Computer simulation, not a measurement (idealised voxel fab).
process module | voxel ribs on slabs
cross-section cut | 275 nm wide | cells 5 nm
A cross-section is a grid of square cells, given in bands from the top down. A band is one or more rows of cells.
Each band's line starts with the height of the band's top and of its bottom, in nm. Then come its materials from left to right, each with its width in nm. One material with "throughout" fills the band from edge to edge. "air" is empty space.
Height 0 is the level under which the wafer as received is all one material. The lowest band goes on downwards, as in "0 down".
A width such as "30 to 40" changes by the same amount from each row of cells to the next, from the band's top row to its bottom row.
"no change" after a step means that no cell of the cross-section changed.
closed voids: empty space of 8 cells or more with no open way to the top, each as width x height at its distance from the left edge, in nm
after a step's settings: what the simulator itself notes on the step
overlay nm, on a step with a mask: how far to the right of its planned place the mask lay; to the left if negative
plan
1 op RECEIVE | material Si
2 op DIRECTIONAL_DEP | material SiO2 | thk nm 30
3 op DIRECTIONAL_DEP | material polySi | thk nm 25
4 op MASKED_ETCH | tone cover | mask id RIB | width nm 20 | etch materials polySi | depth nm 5 | overlay nm 0
5 op MASKED_ETCH | tone cover | mask id SLAB | width nm 80 | etch materials polySi | depth nm 20 | overlay nm 0
6 op FILL_DEP | material SiO2 | thk nm 20
7 op CMP | height nm 70
8 op DIRECTIONAL_DEP | material TiN | thk nm 10
9 op MASKED_ETCH | tone cover | mask id HEATER | width nm 20 | etch materials TiN | depth nm 10 | overlay nm 0
10 op CONFORMAL_DEP | material SiN | thk nm 10
varied across the wafers: width nm of step 9. The plan shows the first wafer's value. All wafers start alike
first wafer as received, after step 1
  0 down: Si throughout
  closed voids: none
each wafer at the end: cells of each material gained (+) or lost (-) since it was received, then its closed voids
width nm 20 | +118 SiN | +702 SiO2 | +8 TiN | +68 polySi | closed voids: none
width nm 25 | +118 SiN | +702 SiO2 | +10 TiN | +68 polySi | closed voids: none
width nm 30 | +118 SiN | +702 SiO2 | +12 TiN | +68 polySi | closed voids: none
width nm 35 | +118 SiN | +702 SiO2 | +14 TiN | +68 polySi | closed voids: none
width nm 40 | +118 SiN | +702 SiO2 | +16 TiN | +68 polySi | closed voids: none
width nm 45 | +118 SiN | +702 SiO2 | +18 TiN | +68 polySi | closed voids: none
